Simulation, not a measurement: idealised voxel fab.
process module | voxel self aligned contacts
cross-section cut | 250 nm wide | cells 5 nm
A cross-section is a grid of square cells, given in bands from the top down. A band is one or more rows of cells.
Each band's line starts with the height of the band's top and of its bottom, in nm. Then come its materials from left to right, each with its width in nm. One material with "throughout" fills the band from edge to edge. "air" is empty space.
Height 0 is the level under which the wafer as received is all one material. The lowest band goes on downwards, as in "0 down".
A width such as "30 to 40" changes by the same amount from each row of cells to the next, from the band's top row to its bottom row.
"no change" after a step means that no cell of the cross-section changed.
closed voids: empty space of 8 cells or more with no open way to the top, each as width x height at its distance from the left edge, in nm
after a step's settings: what the simulator itself notes on the step
overlay nm, on a step with a mask: how far to the right of its planned place the mask lay; to the left if negative
plan
1 op RECEIVE | material Si
2 op OXIDIZE | depth nm 5
3 op DIRECTIONAL_DEP | material polySi | thk nm 25
4 op DIRECTIONAL_DEP | material SiN | thk nm 25
5 op DIRECTIONAL_DEP | material aC | thk nm 15
6 op PATTERN | tone cover | mask id GATE | material resist | width nm 35 | pitch nm 75 | thk nm 35 | overlay nm 0
7 op DIRECTIONAL_ETCH | etch materials aC | depth nm 15
8 op STRIP | etch materials resist
9 op DIRECTIONAL_ETCH | etch materials SiN | depth nm 25
10 op DIRECTIONAL_ETCH | etch materials polySi | depth nm 25
11 op STRIP | etch materials aC
12 op CONFORMAL_DEP | material SiN | thk nm 10
13 op DIRECTIONAL_ETCH | etch materials SiN | depth nm 10
14 op FILL_DEP | material SiO2 | thk nm 15
15 op CMP | height nm 55
16 op MASKED_ETCH | tone open | mask id CONTACT | width nm 60 | etch materials SiO2 | depth nm 60 | overlay nm 0
17 op CONFORMAL_DEP | material TiN | thk nm 5
18 op FILL_DEP | material Ru | thk nm 5
19 op CMP | height nm 55
20 op CONFORMAL_DEP | material SiN | thk nm 5
first wafer, as planned
as received, after step 1
  0 down: Si throughout
  closed voids: none
after step 2
  0 to -5: SiO2 throughout
  below -5: unchanged
after step 3
  25 to 0: polySi throughout
  below 0: unchanged
after step 4
  50 to 25: SiN throughout
  below 25: unchanged
after step 5
  65 to 50: aC throughout
  below 50: unchanged
after step 6
  100 to 65: air 70 | resist 35 | air 40 | resist 35 | air 70
  below 65: unchanged
after step 7
  85 to 65: air 70 | resist 35 | air 40 | resist 35 | air 70
  65 to 50: air 70 | aC 35 | air 40 | aC 35 | air 70
  below 50: unchanged
after step 8
  65 to 50: air 70 | aC 35 | air 40 | aC 35 | air 70
  below 50: unchanged
after step 9
  65 to 50: air 70 | aC 35 | air 40 | aC 35 | air 70
  50 to 25: air 70 | SiN 35 | air 40 | SiN 35 | air 70
  below 25: unchanged
after step 10
  65 to 50: air 70 | aC 35 | air 40 | aC 35 | air 70
  50 to 25: air 70 | SiN 35 | air 40 | SiN 35 | air 70
  25 to 0: air 70 | polySi 35 | air 40 | polySi 35 | air 70
  below 0: unchanged
after step 11
  50 to 25: air 70 | SiN 35 | air 40 | SiN 35 | air 70
  below 25: unchanged
after step 12
  60 to 25: air 60 | SiN 55 | air 20 | SiN 55 | air 60
  25 to 10: air 60 | SiN 10 | polySi 35 | SiN 10 | air 20 | SiN 10 | polySi 35 | SiN 10 | air 60
  10 to 0: SiN 70 | polySi 35 | SiN 40 | polySi 35 | SiN 70
  below 0: unchanged
after step 13
  50 to 25: air 60 | SiN 55 | air 20 | SiN 55 | air 60
  25 to 0: air 60 | SiN 10 | polySi 35 | SiN 10 | air 20 | SiN 10 | polySi 35 | SiN 10 | air 60
  below 0: unchanged
after step 14
  65 to 50: SiO2 throughout
  50 to 25: SiO2 60 | SiN 55 | SiO2 20 | SiN 55 | SiO2 60
  25 to 0: SiO2 60 | SiN 10 | polySi 35 | SiN 10 | SiO2 20 | SiN 10 | polySi 35 | SiN 10 | SiO2 60
  below 0: unchanged
after step 15
  55 to 50: SiO2 throughout
  below 50: unchanged
after step 16
  55 to 50: SiO2 95 | air 60 | SiO2 95
  50 to 25: SiO2 60 | SiN 55 | air 20 | SiN 55 | SiO2 60
  25 to 0: SiO2 60 | SiN 10 | polySi 35 | SiN 10 | air 20 | SiN 10 | polySi 35 | SiN 10 | SiO2 60
  0 to -5: SiO2 115 | air 20 | SiO2 115
  below -5: unchanged
after step 17
  60 to 55: TiN 100 | air 50 | TiN 100
  55 to 50: SiO2 95 | TiN 25 | air 10 | TiN 25 | SiO2 95
  50 to 25: SiO2 60 | SiN 55 | TiN 5 | air 10 | TiN 5 | SiN 55 | SiO2 60
  25 to 0: SiO2 60 | SiN 10 | polySi 35 | SiN 10 | TiN 5 | air 10 | TiN 5 | SiN 10 | polySi 35 | SiN 10 | SiO2 60
  0 to -5: SiO2 115 | TiN 20 | SiO2 115
  below -5: unchanged
after step 18
  65 to 60: Ru throughout
  60 to 55: TiN 100 | Ru 50 | TiN 100
  55 to 50: SiO2 95 | TiN 25 | Ru 10 | TiN 25 | SiO2 95
  50 to 25: SiO2 60 | SiN 55 | TiN 5 | Ru 10 | TiN 5 | SiN 55 | SiO2 60
  25 to 0: SiO2 60 | SiN 10 | polySi 35 | SiN 10 | TiN 5 | Ru 10 | TiN 5 | SiN 10 | polySi 35 | SiN 10 | SiO2 60
  below 0: unchanged
after step 19
  55 to 50: SiO2 95 | TiN 25 | Ru 10 | TiN 25 | SiO2 95
  below 50: unchanged
after step 20
  60 to 55: SiN throughout
  below 55: unchanged
second wafer: like start, like plan, one mistake. Through step 5 it matches the first wafer
when step 6 should have ended
  100 to 65: resist 70 | air 35 | resist 40 | air 35 | resist 70
  below 65: unchanged
when step 7 should have ended
  85 to 65: resist 70 | air 35 | resist 40 | air 35 | resist 70
  65 to 50: aC 70 | air 35 | aC 40 | air 35 | aC 70
  below 50: unchanged
when step 8 should have ended
  65 to 50: aC 70 | air 35 | aC 40 | air 35 | aC 70
  below 50: unchanged
when step 9 should have ended
  65 to 50: aC 70 | air 35 | aC 40 | air 35 | aC 70
  50 to 25: SiN 70 | air 35 | SiN 40 | air 35 | SiN 70
  below 25: unchanged
when step 10 should have ended
  65 to 50: aC 70 | air 35 | aC 40 | air 35 | aC 70
  50 to 25: SiN 70 | air 35 | SiN 40 | air 35 | SiN 70
  25 to 0: polySi 70 | air 35 | polySi 40 | air 35 | polySi 70
  below 0: unchanged
when step 11 should have ended
  50 to 25: SiN 70 | air 35 | SiN 40 | air 35 | SiN 70
  below 25: unchanged
when step 12 should have ended
  60 to 25: SiN 80 | air 15 | SiN 60 | air 15 | SiN 80
  25 to 10: polySi 70 | SiN 10 | air 15 | SiN 10 | polySi 40 | SiN 10 | air 15 | SiN 10 | polySi 70
  10 to 0: polySi 70 | SiN 35 | polySi 40 | SiN 35 | polySi 70
  below 0: unchanged
when step 13 should have ended
  50 to 25: SiN 80 | air 15 | SiN 60 | air 15 | SiN 80
  25 to 0: polySi 70 | SiN 10 | air 15 | SiN 10 | polySi 40 | SiN 10 | air 15 | SiN 10 | polySi 70
  below 0: unchanged
when step 14 should have ended
  65 to 50: SiO2 throughout
  50 to 25: SiN 80 | SiO2 15 | SiN 60 | SiO2 15 | SiN 80
  25 to 0: polySi 70 | SiN 10 | SiO2 15 | SiN 10 | polySi 40 | SiN 10 | SiO2 15 | SiN 10 | polySi 70
  below 0: unchanged
when step 15 should have ended
  55 to 50: SiO2 throughout
  below 50: unchanged
when step 16 should have ended
  55 to 50: SiO2 95 | air 60 | SiO2 95
  below 50: unchanged
when step 17 should have ended
  60 to 55: TiN 100 | air 50 | TiN 100
  55 to 50: SiO2 95 | TiN 60 | SiO2 95
  below 50: unchanged
when step 18 should have ended
  65 to 60: Ru throughout
  60 to 55: TiN 100 | Ru 50 | TiN 100
  below 55: unchanged
when step 19 should have ended
  55 to 50: SiO2 95 | TiN 60 | SiO2 95
  below 50: unchanged
when step 20 should have ended
  60 to 55: SiN throughout
  below 55: unchanged
what went wrong: step 6 ran as: op PATTERN | tone open | mask id GATE | material resist | width nm 35 | pitch nm 75 | thk nm 35 | overlay nm 0
at the end the second wafer has, in cells: 22 fewer of Ru | 110 more of SiN | 176 fewer of SiO2 | 22 fewer of TiN | 110 more of polySi
